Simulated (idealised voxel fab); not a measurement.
process module | voxel transistor to metal
cross-section cut | 185 nm wide | cells 5 nm
A cross-section is a grid of square cells, given in bands from the top down. A band is one or more rows of cells.
Each band's line starts with the height of the band's top and of its bottom, in nm. Then come its materials from left to right, each with its width in nm. One material with "throughout" fills the band from edge to edge. "air" is empty space.
Height 0 is the level under which the wafer as received is all one material. The lowest band goes on downwards, as in "0 down".
A width such as "30 to 40" changes by the same amount from each row of cells to the next, from the band's top row to its bottom row.
"no change" after a step means that no cell of the cross-section changed.
closed voids: empty space of 8 cells or more with no open way to the top, each as width x height at its distance from the left edge, in nm
after a step's settings: what the simulator itself notes on the step
overlay nm, on a step with a mask: how far to the right of its planned place the mask lay; to the left if negative
plan
1 op RECEIVE | material Si
2 op OXIDIZE | depth nm 5
3 op CONFORMAL_DEP | material SiN | thk nm 15
4 op DIRECTIONAL_DEP | material aC | thk nm 10
5 op PATTERN | tone cover | mask id ACTIVE | material resist | width nm 105 | thk nm 30 | overlay nm 0
6 op DIRECTIONAL_ETCH | etch materials aC | depth nm 10
7 op STRIP | etch materials resist
8 op DIRECTIONAL_ETCH | etch materials SiN | depth nm 15
9 op DIRECTIONAL_ETCH | etch materials SiO2 | depth nm 5
10 op DIRECTIONAL_ETCH | etch materials Si | depth nm 35
11 op STRIP | etch materials aC
12 op FILL_DEP | material SiO2 | thk nm 10
13 op CMP | height nm 15
14 op SELECTIVE_ETCH | etch materials SiO2 | depth nm 10
15 op STRIP | etch materials SiN
16 op SELECTIVE_ETCH | etch materials SiO2 | depth nm 5
17 op OXIDIZE | depth nm 5
18 op DIRECTIONAL_DEP | material polySi | thk nm 20
19 op DIRECTIONAL_DEP | material SiCN | thk nm 10
20 op MASKED_ETCH | tone cover | mask id GATE | width nm 25 | etch materials SiCN | depth nm 20 | overlay nm 0
21 op MASKED_ETCH | tone cover | mask id GATE | width nm 25 | etch materials polySi | depth nm 30 | overlay nm 0
22 op CONFORMAL_DEP | material SiN | thk nm 5
23 op DIRECTIONAL_ETCH | etch materials SiN | depth nm 5
24 op DIRECTIONAL_ETCH | etch materials SiO2 | depth nm 5
25 op DIRECTIONAL_ETCH | etch materials Si | depth nm 10
26 op EPI | material pSi | thk nm 10
27 op FILL_DEP | material SiO2 | thk nm 10
28 op CMP | height nm 25
29 op DIRECTIONAL_DEP | material SiO2 | thk nm 10
30 op PATTERN | tone open | mask id CONTACT | material resist | width nm 30 | pitch nm 65 | thk nm 15 | overlay nm 0
31 op DIRECTIONAL_ETCH | etch materials SiO2 | depth nm 45
32 op STRIP | etch materials resist
33 op CONFORMAL_DEP | material TiN | thk nm 5
34 op FILL_DEP | material Ru | thk nm 10
35 op CMP | height nm 35
36 op DIRECTIONAL_DEP | material TiN | thk nm 5
37 op DIRECTIONAL_DEP | material W | thk nm 20
38 op DIRECTIONAL_DEP | material aC | thk nm 15
39 op PATTERN | tone cover | mask id METAL_1 | material resist | width nm 15 | pitch nm 80 | thk nm 35 | overlay nm 0
40 op DIRECTIONAL_ETCH | etch materials aC | depth nm 15
41 op STRIP | etch materials resist
42 op DIRECTIONAL_ETCH | etch materials W | depth nm 20
43 op DIRECTIONAL_ETCH | etch materials TiN | depth nm 5
44 op STRIP | etch materials aC
45 op FILL_DEP | material SiO2 | thk nm 10
46 op CMP | height nm 60
47 op CONFORMAL_DEP | material SiCN | thk nm 5
48 op DIRECTIONAL_DEP | material lowk | thk nm 30
49 op DIRECTIONAL_DEP | material aC | thk nm 10
50 op PATTERN | tone open | mask id METAL_2 | material resist | width nm 15 | pitch nm 80 | thk nm 25 | overlay nm 0
51 op DIRECTIONAL_ETCH | etch materials aC | depth nm 10
52 op STRIP | etch materials resist
53 op DIRECTIONAL_ETCH | etch materials lowk | depth nm 15
54 op STRIP | etch materials aC
55 op DIRECTIONAL_DEP | material aC | thk nm 10
56 op PATTERN | tone open | mask id METAL_2_HOLES | material resist | width nm 15 | pitch nm 80 | thk nm 25 | overlay nm 0
57 op DIRECTIONAL_ETCH | etch materials aC | depth nm 10
58 op STRIP | etch materials resist
59 op DIRECTIONAL_ETCH | etch materials lowk | depth nm 15
60 op DIRECTIONAL_ETCH | etch materials SiCN | depth nm 5
61 op STRIP | etch materials aC
62 op CONFORMAL_DEP | material TiN | thk nm 5
63 op FILL_DEP | material Cu | thk nm 10
64 op CMP | height nm 95
65 op CONFORMAL_DEP | material SiCN | thk nm 5
as received, after step 1
  0 down: Si throughout
  closed voids: none
a wafer at the end: this start, this plan, one mistake
  100 to 95: SiCN throughout
  95 to 65: lowk 45 | TiN 5 | Cu 5 | TiN 5 | lowk 65 | TiN 5 | Cu 5 | TiN 5 | lowk 45
  65 to 60: SiCN 45 | TiN 15 | SiCN 65 | TiN 15 | SiCN 45
  60 to 40: SiO2 40 | W 15 | SiO2 65 | W 15 | SiO2 50
  40 to 35: SiO2 40 | TiN 15 | SiO2 65 | TiN 15 | SiO2 50
  35 to 25: SiO2 45 | TiN 5 | Ru 20 | TiN 5 | SiO2 35 | TiN 5 | Ru 20 | TiN 5 | SiO2 45
  25 to 15: SiO2 45 | TiN 5 | Ru 20 | TiN 5 | SiN 5 | SiCN 25 | SiN 5 | TiN 5 | Ru 20 | TiN 5 | SiO2 45
  15 to 5: SiO2 45 | TiN 5 | Ru 20 | TiN 5 | SiN 5 | polySi 25 | SiN 5 | TiN 5 | Ru 20 | TiN 5 | SiO2 45
  5 to 0: SiO2 45 | TiN 5 | Ru 10 | TiN 15 | SiN 5 | polySi 25 | SiN 5 | TiN 15 | Ru 10 | TiN 5 | SiO2 45
  0 to -5: SiO2 35 | SiN 5 | SiO2 5 | TiN 5 | Ru 10 | TiN 5 | pSi 10 | SiN 5 | polySi 25 | SiN 5 | pSi 10 | TiN 5 | Ru 10 | TiN 5 | SiO2 5 | SiN 5 | SiO2 35
  -5 to -10: SiO2 45 | TiN 20 | pSi 10 | SiO2 35 | pSi 10 | TiN 20 | SiO2 45
  -10 to -20: SiO2 40 | pSi 35 | Si 35 | pSi 35 | SiO2 40
  -20 to -40: SiO2 40 | Si 105 | SiO2 40
  -40 down: Si throughout
  closed voids: none
what went wrong: step 39 ran as: op PATTERN | tone cover | mask id METAL_1 | material resist | width nm 15 | pitch nm 80 | thk nm 35 | overlay nm -5
